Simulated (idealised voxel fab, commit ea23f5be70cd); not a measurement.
A process module follows: voxel gate over fins.
For reference, the cross-section in this document is cut, with width 220 nm and square cells of 5 nm.
In this document a cross-section is written as a grid of square cells. It is given as a series of bands, listed from the top down, and a band is one or more rows of cells. Look at the band entry: it leads with the top's height and the bottom's height in nm. Then it lists the materials left to right, with a width in nm for each. The word "everywhere" on a single material says that material fills the band edge to edge. The word "blank" is empty space. Height is counted from the level 0, under which the received wafer is composed throughout of one material. The lowest of the bands is not closed at the bottom but continues downward, in the notation "0 nm and below". Graded width ("30 to 40"): value in top row of band = first number; value in bottom row = second number; row-to-row change constant. A step reported as "nothing was modified" is a step in which no cell of the cross-section changed. So "Sealed voids" is basically the list of trapped voids: any empty space of 8 cells or more that can't reach the top through an opening. They're written width x height at distance, the distance being from the left edge, and it's all nm. Past the settings on a step's line: simulator remark, on that step. "overlay nm" denotes, for a step that has a mask, the displacement of the mask to the right of its planned place, with negative values corresponding to the left.

[Steps planned for the process]
| 1 | RECEIVE (material Si) |
| 2 | CONFORMAL_DEP (material SiN; thk nm 10) |
| 3 | DIRECTIONAL_DEP (material aC; thk nm 15) |
| 4 | PATTERN (tone cover; mask id FINS; material resist; width nm 15; pitch nm 40; thk nm 35; overlay nm -15) |
| 5 | DIRECTIONAL_ETCH (etch materials aC; depth nm 15) |
| 6 | STRIP (etch materials resist) |
| 7 | DIRECTIONAL_ETCH (etch materials SiN; depth nm 10) |
| 8 | DIRECTIONAL_ETCH (etch materials Si; depth nm 40) |
| 9 | STRIP (etch materials aC) |
| 10 | OXIDIZE (depth nm 5) |
| 11 | FILL_DEP (material SiO2; thk nm 5) |
| 12 | CMP (height nm 10) |
| 13 | SELECTIVE_ETCH (etch materials SiO2; depth nm 25) |
| 14 | STRIP (etch materials SiN) |
| 15 | CONFORMAL_DEP (material HfO2; thk nm 5) |
| 16 | CONFORMAL_DEP (material TiN; thk nm 5) |
| 17 | CONFORMAL_DEP (material TiAl; thk nm 5) |
| 18 | CONFORMAL_DEP (material TiN; thk nm 5) |
| 19 | FILL_DEP (material W; thk nm 15) |
| 20 | CMP (height nm 30) |
| 21 | CONFORMAL_DEP (material SiCN; thk nm 5) |
The overlay nm used in step 4 is not the same on every wafer, whereas the starting condition is; the value printed in the plan is the first wafer's.

[Cross-section of the first of several received wafers, showing its state after step 1]
  0 nm and below | Si everywhere
  Sealed voids: none

[each wafer at the end: cells of each material gained (+) or lost (-) since it was received, then its closed voids]
overlay nm -15 | +68 HfO2 | -360 Si | +44 SiCN | +240 SiO2 | +68 TiAl | +127 TiN | +121 W | Sealed voids: none
overlay nm -10 | +68 HfO2 | -360 Si | +44 SiCN | +240 SiO2 | +68 TiAl | +127 TiN | +121 W | Sealed voids: none
overlay nm -5 | +68 HfO2 | -360 Si | +44 SiCN | +240 SiO2 | +68 TiAl | +127 TiN | +121 W | Sealed voids: none
overlay nm 0 | +68 HfO2 | -360 Si | +44 SiCN | +240 SiO2 | +68 TiAl | +127 TiN | +121 W | Sealed voids: none
overlay nm 5 | +68 HfO2 | -360 Si | +44 SiCN | +240 SiO2 | +68 TiAl | +127 TiN | +121 W | Sealed voids: none
overlay nm 10 | +68 HfO2 | -360 Si | +44 SiCN | +240 SiO2 | +68 TiAl | +127 TiN | +121 W | Sealed voids: none
overlay nm 15 | +68 HfO2 | -360 Si | +44 SiCN | +240 SiO2 | +68 TiAl | +127 TiN | +121 W | Sealed voids: none
